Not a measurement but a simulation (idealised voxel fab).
Module name: voxel air gaps (process module)
Section shown: cut. Width: 300 nm. Cell size: 5 nm, square.
Reading order for cross-sections: top band down to bottom band. Underlying form: a grid of square cells. Band size: one or more rows of cells. First you get the band's top height and its bottom height, in nm, and then the materials it's made of, left to right, with each width in nm. If you see a single material with "all across", that one covers the band edge to edge. "empty" is empty space. It should be noted that heights are counted from 0, beneath which the wafer as supplied is of one material throughout, and that the lowest band possesses no lower boundary but continues downward, as written in "from 0 down". The two numbers in a width such as "30->40" mark its ends across the band: the first belongs to the top row of cells, the second to the bottom row, and from each row to the next the width moves by the same amount. Any step labelled "remained unchanged" changed none of the cells in the cross-section. Basically, "Internal closed voids" tells you about the enclosed voids: empty spaces with no open way to the top, 8 cells or bigger, each written width x height at distance, where distance is from the left edge, all in nm. Formally, on a step line, whatever follows the settings is a remark that the simulator itself makes on the step. overlay nm: mask offset rightward from planned place, masked step; negative means leftward offset.
The steps planned for the process are as follows:
1) RECEIVE,material Si
2) CONFORMAL_DEP,material SiO2,thk nm 15
3) CONFORMAL_DEP,material SiCN,thk nm 5
4) DIRECTIONAL_DEP,material lowk,thk nm 30
5) PATTERN,tone open,mask id LINES,material resist,width nm 25,pitch nm 55,thk nm 20,overlay nm 0
6) DIRECTIONAL_ETCH,etch materials lowk,depth nm 30
7) STRIP,etch materials resist
8) CONFORMAL_DEP,material TiN,thk nm 5
9) FILL_DEP,material W,thk nm 5
10) CMP,height nm 50
11) EPI,material Ru,thk nm 10
12) SELECTIVE_ETCH,etch materials lowk,depth nm 40
13) CONFORMAL_DEP,material SiCN,thk nm 5
Cross-section of the incoming wafer, state after step 1:
from 0 down = Si all across
Internal closed voids: none
Post-module cross-section of the first of two wafers (run per plan):
from 65 to 60 = 40 of empty, 220 of SiCN, 40 of empty
from 60 to 50 = 40 of empty, 5 of SiCN, 45 of Ru, 10 of SiCN, 45 of Ru, 10 of SiCN, 45 of Ru, 10 of SiCN, 45 of Ru, 5 of SiCN, 40 of empty
from 50 to 45 = 40 of empty, 15 of SiCN, 5 of TiN, 15 of W, 5 of TiN, 30 of SiCN, 5 of TiN, 15 of W, 5 of TiN, 30 of SiCN, 5 of TiN, 15 of W, 5 of TiN, 30 of SiCN, 5 of TiN, 15 of W, 5 of TiN, 15 of SiCN, 40 of empty
from 45 to 25 = 50 of empty, 5 of SiCN, 5 of TiN, 15 of W, 5 of TiN, 5 of SiCN, 20 of empty, 5 of SiCN, 5 of TiN, 15 of W, 5 of TiN, 5 of SiCN, 20 of empty, 5 of SiCN, 5 of TiN, 15 of W, 5 of TiN, 5 of SiCN, 20 of empty, 5 of SiCN, 5 of TiN, 15 of W, 5 of TiN, 5 of SiCN, 50 of empty
from 25 to 20 = 55 of SiCN, 25 of TiN, 30 of SiCN, 25 of TiN, 30 of SiCN, 25 of TiN, 30 of SiCN, 25 of TiN, 55 of SiCN
from 20 to 15 = SiCN all across
from 15 to 0 = SiO2 all across
from 0 down = Si all across
Internal closed voids: 20 x 20 at 85; 20 x 20 at 140; 20 x 20 at 195
Second wafer cross-section at end of module - shared start and plan with the first, one mistake in the run:
from 65 to 60 = SiCN all across
from 60 to 50 = 65 of Ru, 5 of SiCN, 50 of Ru, 5 of SiCN, 50 of Ru, 5 of SiCN, 50 of Ru, 5 of SiCN, 65 of Ru
from 50 to 45 = 50 of W, 5 of TiN, 25 of SiCN, 5 of TiN, 20 of W, 5 of TiN, 25 of SiCN, 5 of TiN, 20 of W, 5 of TiN, 25 of SiCN, 5 of TiN, 20 of W, 5 of TiN, 25 of SiCN, 5 of TiN, 50 of W
from 45 to 25 = 50 of W, 5 of TiN, 5 of SiCN, 15 of empty, 5 of SiCN, 5 of TiN, 20 of W, 5 of TiN, 5 of SiCN, 15 of empty, 5 of SiCN, 5 of TiN, 20 of W, 5 of TiN, 5 of SiCN, 15 of empty, 5 of SiCN, 5 of TiN, 20 of W, 5 of TiN, 5 of SiCN, 15 of empty, 5 of SiCN, 5 of TiN, 50 of W
from 25 to 20 = 55 of TiN, 25 of SiCN, 30 of TiN, 25 of SiCN, 30 of TiN, 25 of SiCN, 30 of TiN, 25 of SiCN, 55 of TiN
from 20 to 15 = SiCN all across
from 15 to 0 = SiO2 all across
from 0 down = Si all across
Internal closed voids: 15 x 20 at 60; 15 x 20 at 115; 15 x 20 at 170; 15 x 20 at 225
Plan not followed: step 5, actual vs plan mismatch, actual run PATTERN,tone cover,mask id LINES,material resist,width nm 25,pitch nm 55,thk nm 20,overlay nm 0
At the finish, the second wafer shows more or fewer cells for some materials than the first does: +40 Ru, -16 SiCN, +20 TiN, +100 W
Upon completion, the first wafer exhibits 3 closed voids and the second wafer exhibits 4.
